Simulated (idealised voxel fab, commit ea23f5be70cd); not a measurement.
process module | voxel fin reveal
cross-section cut | 150 nm wide | cells 5 nm
A cross-section is a grid of square cells, given in bands from the top down. A band is one or more rows of cells.
Each band's line starts with the height of the band's top and of its bottom, in nm. Then come its materials from left to right, each with its width in nm. One material with "throughout" fills the band from edge to edge. "air" is empty space.
Height 0 is the level under which the wafer as received is all one material. The lowest band goes on downwards, as in "0 down".
A width such as "30 to 40" changes by the same amount from each row of cells to the next, from the band's top row to its bottom row.
"no change" after a step means that no cell of the cross-section changed.
closed voids: empty space of 8 cells or more with no open way to the top, each as width x height at its distance from the left edge, in nm
after a step's settings: what the simulator itself notes on the step
overlay nm, on a step with a mask: how far to the right of its planned place the mask lay; to the left if negative
plan
1 op RECEIVE | material Si
2 op CONFORMAL_DEP | material SiN | thk nm 10
3 op DIRECTIONAL_DEP | material aC | thk nm 15
4 op PATTERN | tone cover | mask id FINS | material resist | width nm 15 | pitch nm 40 | thk nm 30 | overlay nm 0
5 op DIRECTIONAL_ETCH | etch materials aC | depth nm 15
6 op STRIP | etch materials resist
7 op DIRECTIONAL_ETCH | etch materials SiN | depth nm 10
8 op DIRECTIONAL_ETCH | etch materials Si | depth nm 40
9 op STRIP | etch materials aC
10 op OXIDIZE | depth nm 5
11 op FILL_DEP | material SiO2 | thk nm 15
12 op CMP | height nm 10
13 op SELECTIVE_ETCH | etch materials SiO2 | depth nm 35
14 op STRIP | etch materials SiN
as received, after step 1
  0 down: Si throughout
  closed voids: none
a wafer at the end: this start, this plan, one mistake
  0 to -25: air 35 | Si 5 | air 35 | Si 5 | air 35 | Si 5 | air 30
  -25 to -45: SiO2 35 | Si 5 | SiO2 35 | Si 5 | SiO2 35 | Si 5 | SiO2 30
  -45 down: Si throughout
  closed voids: none
what went wrong: step 4 ran as: op PATTERN | tone cover | mask id FINS | material resist | width nm 15 | pitch nm 40 | thk nm 30 | overlay nm 5
